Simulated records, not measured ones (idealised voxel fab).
Documented hereafter: the process module known as voxel lift off.
Cross-section cut spans 175 nm and uses square cells 5 nm in size.
Notation: cross-section as square-cell grid; stated in bands, top first, going down; one or more cell rows per band.
The entry gives the band's vertical extent as a top height and a bottom height in nm, then its horizontal make-up as materials from left to right, each with a width in nm. "air" stands for empty space; a single material marked "throughout" fills the band edge to edge.
Height 0 is the level under which the wafer as received is all one material. The lowest band goes on downwards, as in "0 -> down".
When a width is written as two numbers, as in "30..40", the first number is the width in the top row of cells of the band and the second is the width in its bottom row, and the width changes by the same amount from each row to the next.
For the purposes of this document, the phrase "stayed the same" attached to a step denotes that no cell within the cross-section was modified by that step.
In the "Closed void entries" entry, you get each enclosed empty space of 8 cells or more, one with no open way to the top, written width x height at distance, distance from the left edge, in nm.
It should be noted that, on the line of a given step, the content following the step's settings is a remark produced by the simulator itself with respect to that step.
Steps that use a mask can have "overlay nm" on their line. It says how far the mask sat to the right of where it was meant to be. Negative means to the left.
Plan
1) RECEIVE, material Si
2) CONFORMAL_DEP, material SiN, thk nm 15
3) PATTERN, tone open, mask id LINES, material resist, width nm 15, pitch nm 35, thk nm 25, overlay nm 0
4) DIRECTIONAL_DEP, material Ru, thk nm 10
5) STRIP, etch materials resist
6) CONFORMAL_DEP, material SiCN, thk nm 10
As received, after step 1
* 0 -> down: Si throughout
* Closed void entries: none
The cross-section shown corresponds to the wafer at the conclusion of the module. The initial structure and the process plan are those presented above; however, one mistake occurred in executing the plan
* 50 -> 40: air 15 nm | SiCN 140 nm | air 20 nm
* 40 -> 30: SiCN 25 nm | Ru 15 nm | SiCN 20 nm | Ru 15 nm | SiCN 20 nm | Ru 15 nm | SiCN 20 nm | Ru 15 nm | SiCN 30 nm
* 30 -> 0: SiN throughout
* 0 -> down: Si throughout
* Closed void entries: none
Want to know what went wrong? twice over, step 2 of the plan was run
